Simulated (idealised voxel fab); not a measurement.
This is a process module. Its name is voxel transistor to metal.
FYI the section here is cut, 155 nm wide, cells are 5 nm squares.
Square cells in a grid make up a cross-section in this document, and the grid is given as bands, listed from the top down, each one or more rows of cells. Read a band's entry like this: the first values are the height of its top and the height of its bottom in nm, and what follows is the sequence of materials from left to right, each with its width in nm. Note that "blank" is empty space, and that a single material marked "edge to edge" reaches across the band from edge to edge. Zero point of the height axis is 0; under it, received wafer = one material. Lowest band: continues down indefinitely, "0 -> down". Read "30..40" as a graded width: first number on top, second number at the bottom, same change between each pair of neighbouring rows. No cell of the cross-section changed in a step that is given as "no change occurred". Closed empty spaces: empty space of 8 cells or more with no open way to the top, each as width x height at its distance from the left edge, in nm. Past the settings on a step's line: simulator remark, on that step. Among the settings permitted on a step's line is "overlay nm"; applied to a step with a mask, it specifies the extent to which the mask lay to the right of its planned position, whereas a negative figure signifies a position to the left.

**Listed below are the process steps as planned**
1: RECEIVE,material Si
2: CONFORMAL_DEP,material SiO2,thk nm 5
3: CONFORMAL_DEP,material SiN,thk nm 15
4: MASKED_ETCH,tone cover,mask id ACTIVE,width nm 95,etch materials SiN,depth nm 15,overlay nm 0
5: MASKED_ETCH,tone cover,mask id ACTIVE,width nm 95,etch materials SiO2,depth nm 5,overlay nm 0
6: MASKED_ETCH,tone cover,mask id ACTIVE,width nm 95,etch materials Si,depth nm 25,overlay nm 0
7: FILL_DEP,material SiO2,thk nm 5
8: CMP,height nm 20
9: SELECTIVE_ETCH,etch materials SiO2,depth nm 15
10: STRIP,etch materials SiN
11: SELECTIVE_ETCH,etch materials SiO2,depth nm 5
12: OXIDIZE,depth nm 5
13: DIRECTIONAL_DEP,material polySi,thk nm 20
14: DIRECTIONAL_DEP,material SiCN,thk nm 10
15: DIRECTIONAL_DEP,material aC,thk nm 10
16: PATTERN,tone cover,mask id GATE,material resist,width nm 25,thk nm 25,overlay nm 0
17: DIRECTIONAL_ETCH,etch materials aC,depth nm 10
18: STRIP,etch materials resist
19: DIRECTIONAL_ETCH,etch materials SiCN,depth nm 20
20: DIRECTIONAL_ETCH,etch materials polySi,depth nm 30
21: STRIP,etch materials aC
22: CONFORMAL_DEP,material SiO2,thk nm 5
23: DIRECTIONAL_ETCH,etch materials SiO2,depth nm 5
24: CONFORMAL_DEP,material SiN,thk nm 5
25: DIRECTIONAL_ETCH,etch materials SiN,depth nm 5
26: DIRECTIONAL_ETCH,etch materials SiO2,depth nm 5
27: EPI,material pSi,thk nm 5
28: FILL_DEP,material SiO2,thk nm 10
29: CMP,height nm 20
30: STRIP,etch materials polySi
31: SELECTIVE_ETCH,etch materials SiO2,depth nm 5
32: CONFORMAL_DEP,material HfO2,thk nm 5
33: CONFORMAL_DEP,material TiN,thk nm 5
34: FILL_DEP,material W,thk nm 5
35: CMP,height nm 15
36: DIRECTIONAL_DEP,material SiO2,thk nm 15
37: MASKED_ETCH,tone open,mask id CONTACT,width nm 15,pitch nm 70,etch materials SiO2,depth nm 30,overlay nm 0
38: CONFORMAL_DEP,material TiN,thk nm 5
39: FILL_DEP,material Ru,thk nm 5
40: CMP,height nm 30
41: DIRECTIONAL_DEP,material TiN,thk nm 5
42: DIRECTIONAL_DEP,material W,thk nm 15
43: PATTERN,tone cover,mask id METAL_1,material resist,width nm 15,pitch nm 70,thk nm 15,overlay nm 0
44: DIRECTIONAL_ETCH,etch materials W,depth nm 15
45: DIRECTIONAL_ETCH,etch materials TiN,depth nm 5
46: STRIP,etch materials resist
47: CONFORMAL_DEP,material SiCN,thk nm 5
48: FILL_DEP,material SiO2,thk nm 5
49: CMP,height nm 50
50: CONFORMAL_DEP,material SiCN,thk nm 5
51: DIRECTIONAL_DEP,material SiO2,thk nm 35
52: PATTERN,tone open,mask id METAL_2,material resist,width nm 15,pitch nm 70,thk nm 20,overlay nm 0
53: DIRECTIONAL_ETCH,etch materials SiO2,depth nm 20
54: STRIP,etch materials resist
55: PATTERN,tone open,mask id METAL_2_HOLES,material resist,width nm 15,pitch nm 70,thk nm 15,overlay nm 0
56: DIRECTIONAL_ETCH,etch materials SiO2,depth nm 15
57: DIRECTIONAL_ETCH,etch materials SiCN,depth nm 5
58: STRIP,etch materials resist
59: CONFORMAL_DEP,material TiN,thk nm 5
60: FILL_DEP,material Ru,thk nm 5
61: CMP,height nm 90
62: CONFORMAL_DEP,material SiCN,thk nm 5
Every wafer here starts from the same state; it is the step 55 width nm that distinguishes them, and the value the plan gives belongs to the first wafer.

**Cross-section, first of several wafers, as delivered after step 1**
  0 -> down  Si edge to edge
  Closed empty spaces: none

**Below: a row per wafer. Contents at end of module: for every material, cells gained since receipt (+) or lost since receipt (-); then closed voids**
width nm 15; +13 HfO2; +24 Ru; -79 Si; +93 SiCN; +6 SiN; +421 SiO2; +75 TiN; +24 W; +12 pSi; Closed empty spaces: none
width nm 20; +13 HfO2; +28 Ru; -79 Si; +93 SiCN; +6 SiN; +415 SiO2; +77 TiN; +24 W; +12 pSi; Closed empty spaces: none
width nm 25; +13 HfO2; +32 Ru; -79 Si; +93 SiCN; +6 SiN; +409 SiO2; +79 TiN; +24 W; +12 pSi; Closed empty spaces: none
width nm 30; +13 HfO2; +36 Ru; -79 Si; +93 SiCN; +6 SiN; +403 SiO2; +81 TiN; +24 W; +12 pSi; Closed empty spaces: none
